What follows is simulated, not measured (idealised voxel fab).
process module | voxel lift off
cross-section cut | 295 nm wide | cells 5 nm
A cross-section is a grid of square cells, given in bands from the top down. A band is one or more rows of cells.
Each band's line starts with the height of the band's top and of its bottom, in nm. Then come its materials from left to right, each with its width in nm. One material with "throughout" fills the band from edge to edge. "air" is empty space.
Height 0 is the level under which the wafer as received is all one material. The lowest band goes on downwards, as in "0 down".
A width such as "30 to 40" changes by the same amount from each row of cells to the next, from the band's top row to its bottom row.
"no change" after a step means that no cell of the cross-section changed.
closed voids: empty space of 8 cells or more with no open way to the top, each as width x height at its distance from the left edge, in nm
after a step's settings: what the simulator itself notes on the step
overlay nm, on a step with a mask: how far to the right of its planned place the mask lay; to the left if negative
plan
1 op RECEIVE | material Si
2 op CONFORMAL_DEP | material SiO2 | thk nm 15
3 op PATTERN | tone open | mask id LINES | material resist | width nm 20 | pitch nm 40 | thk nm 15 | overlay nm 0
4 op DIRECTIONAL_DEP | material Ru | thk nm 5
5 op STRIP | etch materials resist
6 op CONFORMAL_DEP | material SiCN | thk nm 5
as received, after step 1
  0 down: Si throughout
  closed voids: none
first wafer at the end, as planned
  25 to 20: air 110 | SiCN 30 | air 10 | SiCN 30 | air 115
  20 to 15: SiCN 115 | Ru 20 | SiCN 20 | Ru 20 | SiCN 120
  15 to 0: SiO2 throughout
  0 down: Si throughout
  closed voids: none
second wafer at the end: like start, like plan, one mistake
  35 to 30: air 110 | SiCN 30 | air 10 | SiCN 30 | air 115
  30 to 25: SiCN 115 | Ru 20 | SiCN 20 | Ru 20 | SiCN 120
  25 to 0: SiO2 throughout
  0 down: Si throughout
  closed voids: none
what went wrong: step 2 ran as: op CONFORMAL_DEP | material SiO2 | thk nm 25
at the end the second wafer has, in cells: 118 more of SiO2
